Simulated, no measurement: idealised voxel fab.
Proc. module: voxel lift off
Shown is cross-section cut, with a width of 220 nm and square cells of size 5 nm.
Throughout this document, each cross-section is represented as a grid of square cells and is presented as a sequence of bands enumerated from the top downward, where a band comprises one or more rows of cells. Band entry format. Leading values: height of top, height of bottom, nm. Remainder: materials in left-to-right order, each with its width in nm. Special words: "throughout" on a single material, which then fills the band edge to edge; "empty", empty space. Where do heights start? At 0: under that level the wafer as delivered is made of one material only. And the lowest band has no floor; it just carries on downward, as in "0 -> down". With a width like "30 to 40", each row of cells in the band differs from the next by the same amount, the top row carrying the first number and the bottom row the second. Basically "nothing was modified" means that step didn't change any cell in the cross-section. Entry "Fully sealed voids". Content: empty spaces with no open connection to the top, size 8 cells or greater. Each: width x height at distance. Distance: from left edge. Unit: nm. Step line, after settings: the simulator's comment on this step. "overlay nm" denotes, for a step that has a mask, the displacement of the mask to the right of its planned place, with negative values corresponding to the left.

Here's what the planned process steps look like:
step 1: RECEIVE [material Si]
step 2: CONFORMAL_DEP [material Al2O3] [thk nm 10]
step 3: PATTERN [tone open] [mask id LINES] [material resist] [width nm 30] [pitch nm 45] [thk nm 25] [overlay nm 0]
step 4: DIRECTIONAL_DEP [material Ru] [thk nm 15]
step 5: STRIP [etch materials resist]
step 6: CONFORMAL_DEP [material SiO2] [thk nm 5]

as received, after step 1:
> 0 -> down | Si throughout
> Fully sealed voids: none

Cross-section: first of two wafers, module finished, run according to plan:
> 30 -> 25 | empty: 65 | SiO2: 40 | empty: 5 | SiO2: 40 | empty: 70
> 25 -> 15 | empty: 65 | SiO2: 5 | Ru: 30 | SiO2: 5 | empty: 5 | SiO2: 5 | Ru: 30 | SiO2: 5 | empty: 70
> 15 -> 10 | SiO2: 70 | Ru: 30 | SiO2: 15 | Ru: 30 | SiO2: 75
> 10 -> 0 | Al2O3 throughout
> 0 -> down | Si throughout
> Fully sealed voids: none

Cross-sectional view of the second of two wafers upon completion of the module. This wafer shared its starting condition and process plan with the first; one error was made during its execution:
> 25 -> 20 | empty: 65 | SiO2: 40 | empty: 5 | SiO2: 40 | empty: 70
> 20 -> 10 | empty: 65 | SiO2: 5 | Ru: 30 | SiO2: 5 | empty: 5 | SiO2: 5 | Ru: 30 | SiO2: 5 | empty: 70
> 10 -> 5 | SiO2: 70 | Ru: 30 | SiO2: 15 | Ru: 30 | SiO2: 75
> 5 -> 0 | Al2O3 throughout
> 0 -> down | Si throughout
> Fully sealed voids: none
What was done differently from what was planned? step 2: run off-plan, actual operation and settings CONFORMAL_DEP [material Al2O3] [thk nm 5]
at the end the second wafer has, in cells: -44 Al2O3
